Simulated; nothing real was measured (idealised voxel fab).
The document below concerns the process module designated voxel released beams.
Cross-section cut: width 210 nm, square cells of 5 nm.
Square cells in a grid make up a cross-section in this document, and the grid is given as bands, listed from the top down, each one or more rows of cells.
Read a band's entry like this: the first values are the height of its top and the height of its bottom in nm, and what follows is the sequence of materials from left to right, each with its width in nm. Note that "air" is empty space, and that a single material marked "throughout" reaches across the band from edge to edge.
The level at which height equals 0 is the one under which the wafer, as it arrives, is entirely one material. No lower edge exists for the bottom band, which continues downward and is notated as in "0 down".
Think of "30 to 40" as a width that walks from the first number to the second as you go down the band, top row to bottom row, taking equal-sized steps from row to row.
Where the words "no alteration" appear for a step, the cross-section shows no cell changed by that step; every cell remained as before.
Entry "Enclosed internal voids" = empty spaces >= 8 cells with no open way to the top; each as width x height at distance, distance from left edge, all nm.
Formally, on a step line, whatever follows the settings is a remark that the simulator itself makes on the step.
When a step includes a mask, the "overlay nm" setting on its line states how far to the right of its planned place that mask lay, and negative values state how far to the left.

### These are the steps we planned for the process
1: RECEIVE (material Si)
2: CONFORMAL_DEP (material Al2O3; thk nm 10)
3: DIRECTIONAL_DEP (material SiO2; thk nm 15)
4: MASKED_ETCH (tone open; mask id ANCHOR; width nm 40; etch materials SiO2; depth nm 15; overlay nm 0)
5: CONFORMAL_DEP (material SiN; thk nm 15)
6: MASKED_ETCH (tone cover; mask id BEAM; width nm 125; etch materials SiN; depth nm 15; overlay nm 0)
7: STRIP (etch materials SiO2)

### As-received wafer cross-section (after step 1)
	0 down = Si throughout
	Enclosed internal voids: none

### End state of the module in cross-section, given the above starting point and plan and one mistake in execution
	40 to 25 = 40 nm air, then 125 nm SiN, then 45 nm air
	25 to 15 = Al2O3 throughout
	15 to 0 = SiO2 throughout
	0 down = Si throughout
	Enclosed internal voids: none
Deviation from plan: steps 2 and 3 of the plan were run in the wrong order, each in the other's place
